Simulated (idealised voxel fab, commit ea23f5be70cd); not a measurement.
Process module in this document: voxel spacer lines
195 nm wide, 5 nm square cells: that's cross-section cut.
This document writes a cross-section as a grid whose cells are square, and gives it as bands, listed from the top down; one or more rows of cells form a band.
Quick guide to a band line: top height, bottom height (nm) up front; then every material left to right with its width in nm. Only one material and it's marked "edge to edge"? Then it fills the band edge to edge. And "blank" just means empty space.
Heights are expressed relative to 0, this being the level below which the as-received wafer comprises one material exclusively. The lowest band is unbounded in the downward direction and is denoted as in "z 0 and below".
With a width like "30 to 40", each row of cells in the band differs from the next by the same amount, the top row carrying the first number and the bottom row the second.
Where the words "same as before" appear for a step, the cross-section shows no cell changed by that step; every cell remained as before.
Completely enclosed voids: empty space of 8 cells or more with no open way to the top, each as width x height at its distance from the left edge, in nm
Whatever follows a step's settings on its line is a remark the simulator itself makes about that step.
overlay nm: for a step with a mask, the amount by which the mask lay right of where it was planned; a negative amount means left of it.
-- plan
1) RECEIVE (material Si)
2) CONFORMAL_DEP (material SiO2; thk nm 10)
3) DIRECTIONAL_DEP (material TiN; thk nm 15)
4) DIRECTIONAL_DEP (material aC; thk nm 30)
5) PATTERN (tone cover; mask id MANDREL; material resist; width nm 20; pitch nm 70; thk nm 35; overlay nm 0)
6) DIRECTIONAL_ETCH (etch materials aC; depth nm 30)
7) STRIP (etch materials resist)
8) CONFORMAL_DEP (material SiN; thk nm 15)
9) DIRECTIONAL_ETCH (etch materials SiN; depth nm 15)
10) STRIP (etch materials aC)
11) DIRECTIONAL_ETCH (etch materials TiN; depth nm 15)
12) STRIP (etch materials SiN)
-- Below: the first of two wafers, run as planned
-- The cross-section here shows the wafer as received, i.e. in its state after step 1
    z 0 and below = Si edge to edge
    Completely enclosed voids: none
-- Cross-section of the wafer after step 2
    z 10 to 0 = SiO2 edge to edge
    All layers under 0 are left as they were.
-- Cross-section of the wafer after step 3
    z 25 to 10 = TiN edge to edge
    All layers under 10 are left as they were.
-- Cross-section of the wafer after step 4
    z 55 to 25 = aC edge to edge
    All layers under 25 are left as they were.
-- Cross-section of the wafer after step 5
    z 90 to 55 = 15 nm blank / 20 nm resist / 50 nm blank / 20 nm resist / 50 nm blank / 20 nm resist / 20 nm blank
    All layers under 55 are left as they were.
-- Cross-section of the wafer after step 6
    z 60 to 55 = 15 nm blank / 20 nm resist / 50 nm blank / 20 nm resist / 50 nm blank / 20 nm resist / 20 nm blank
    z 55 to 25 = 15 nm blank / 20 nm aC / 50 nm blank / 20 nm aC / 50 nm blank / 20 nm aC / 20 nm blank
    All layers under 25 are left as they were.
-- Cross-section of the wafer after step 7
    z 55 to 25 = 15 nm blank / 20 nm aC / 50 nm blank / 20 nm aC / 50 nm blank / 20 nm aC / 20 nm blank
    All layers under 25 are left as they were.
-- Cross-section of the wafer after step 8
    z 70 to 55 = 50 nm SiN / 20 nm blank / 50 nm SiN / 20 nm blank / 50 nm SiN / 5 nm blank
    z 55 to 40 = 15 nm SiN / 20 nm aC / 15 nm SiN / 20 nm blank / 15 nm SiN / 20 nm aC / 15 nm SiN / 20 nm blank / 15 nm SiN / 20 nm aC / 15 nm SiN / 5 nm blank
    z 40 to 25 = 15 nm SiN / 20 nm aC / 50 nm SiN / 20 nm aC / 50 nm SiN / 20 nm aC / 20 nm SiN
    All layers under 25 are left as they were.
-- Cross-section of the wafer after step 9
    z 55 to 25 = 15 nm SiN / 20 nm aC / 15 nm SiN / 20 nm blank / 15 nm SiN / 20 nm aC / 15 nm SiN / 20 nm blank / 15 nm SiN / 20 nm aC / 15 nm SiN / 5 nm blank
    All layers under 25 are left as they were.
-- Cross-section of the wafer after step 10
    z 55 to 25 = 15 nm SiN / 20 nm blank / 15 nm SiN / 20 nm blank / 15 nm SiN / 20 nm blank / 15 nm SiN / 20 nm blank / 15 nm SiN / 20 nm blank / 15 nm SiN / 5 nm blank
    All layers under 25 are left as they were.
-- Cross-section of the wafer after step 11
    z 55 to 25 = 15 nm SiN / 20 nm blank / 15 nm SiN / 20 nm blank / 15 nm SiN / 20 nm blank / 15 nm SiN / 20 nm blank / 15 nm SiN / 20 nm blank / 15 nm SiN / 5 nm blank
    z 25 to 10 = 15 nm TiN / 20 nm blank / 15 nm TiN / 20 nm blank / 15 nm TiN / 20 nm blank / 15 nm TiN / 20 nm blank / 15 nm TiN / 20 nm blank / 15 nm TiN / 5 nm blank
    All layers under 10 are left as they were.
-- Cross-section of the wafer after step 12
    z 25 to 10 = 15 nm TiN / 20 nm blank / 15 nm TiN / 20 nm blank / 15 nm TiN / 20 nm blank / 15 nm TiN / 20 nm blank / 15 nm TiN / 20 nm blank / 15 nm TiN / 5 nm blank
    All layers under 10 are left as they were.
-- Second wafer: same start and same plan as the first, one execution error; identical to the first through step 2
-- Cross-section of the second wafer when, according to plan, step 3 should have finished
    z 40 to 10 = TiN edge to edge
    All layers under 10 are left as they were.
-- Cross-section of the second wafer when, according to plan, step 4 should have finished
    z 70 to 40 = aC edge to edge
    All layers under 40 are left as they were.
-- Cross-section of the second wafer when, according to plan, step 5 should have finished
    z 105 to 70 = 15 nm blank / 20 nm resist / 50 nm blank / 20 nm resist / 50 nm blank / 20 nm resist / 20 nm blank
    All layers under 70 are left as they were.
-- Cross-section of the second wafer when, according to plan, step 6 should have finished
    z 75 to 70 = 15 nm blank / 20 nm resist / 50 nm blank / 20 nm resist / 50 nm blank / 20 nm resist / 20 nm blank
    z 70 to 40 = 15 nm blank / 20 nm aC / 50 nm blank / 20 nm aC / 50 nm blank / 20 nm aC / 20 nm blank
    All layers under 40 are left as they were.
-- Cross-section of the second wafer when, according to plan, step 7 should have finished
    z 70 to 40 = 15 nm blank / 20 nm aC / 50 nm blank / 20 nm aC / 50 nm blank / 20 nm aC / 20 nm blank
    All layers under 40 are left as they were.
-- Cross-section of the second wafer when, according to plan, step 8 should have finished
    z 85 to 70 = 50 nm SiN / 20 nm blank / 50 nm SiN / 20 nm blank / 50 nm SiN / 5 nm blank
    z 70 to 55 = 15 nm SiN / 20 nm aC / 15 nm SiN / 20 nm blank / 15 nm SiN / 20 nm aC / 15 nm SiN / 20 nm blank / 15 nm SiN / 20 nm aC / 15 nm SiN / 5 nm blank
    z 55 to 40 = 15 nm SiN / 20 nm aC / 50 nm SiN / 20 nm aC / 50 nm SiN / 20 nm aC / 20 nm SiN
    All layers under 40 are left as they were.
-- Cross-section of the second wafer when, according to plan, step 9 should have finished
    z 70 to 40 = 15 nm SiN / 20 nm aC / 15 nm SiN / 20 nm blank / 15 nm SiN / 20 nm aC / 15 nm SiN / 20 nm blank / 15 nm SiN / 20 nm aC / 15 nm SiN / 5 nm blank
    All layers under 40 are left as they were.
-- Cross-section of the second wafer when, according to plan, step 10 should have finished
    z 70 to 40 = 15 nm SiN / 20 nm blank / 15 nm SiN / 20 nm blank / 15 nm SiN / 20 nm blank / 15 nm SiN / 20 nm blank / 15 nm SiN / 20 nm blank / 15 nm SiN / 5 nm blank
    All layers under 40 are left as they were.
-- Cross-section of the second wafer when, according to plan, step 11 should have finished
    z 70 to 40 = 15 nm SiN / 20 nm blank / 15 nm SiN / 20 nm blank / 15 nm SiN / 20 nm blank / 15 nm SiN / 20 nm blank / 15 nm SiN / 20 nm blank / 15 nm SiN / 5 nm blank
    z 40 to 25 = 15 nm TiN / 20 nm blank / 15 nm TiN / 20 nm blank / 15 nm TiN / 20 nm blank / 15 nm TiN / 20 nm blank / 15 nm TiN / 20 nm blank / 15 nm TiN / 5 nm blank
    All layers under 25 are left as they were.
-- Cross-section of the second wafer when, according to plan, step 12 should have finished
    z 40 to 25 = 15 nm TiN / 20 nm blank / 15 nm TiN / 20 nm blank / 15 nm TiN / 20 nm blank / 15 nm TiN / 20 nm blank / 15 nm TiN / 20 nm blank / 15 nm TiN / 5 nm blank
    All layers under 25 are left as they were.
The mistake made against the process plan was this: twice, step 3 of the plan was run
Cell-count delta at end, second wafer over first, by material: 117 more of TiN
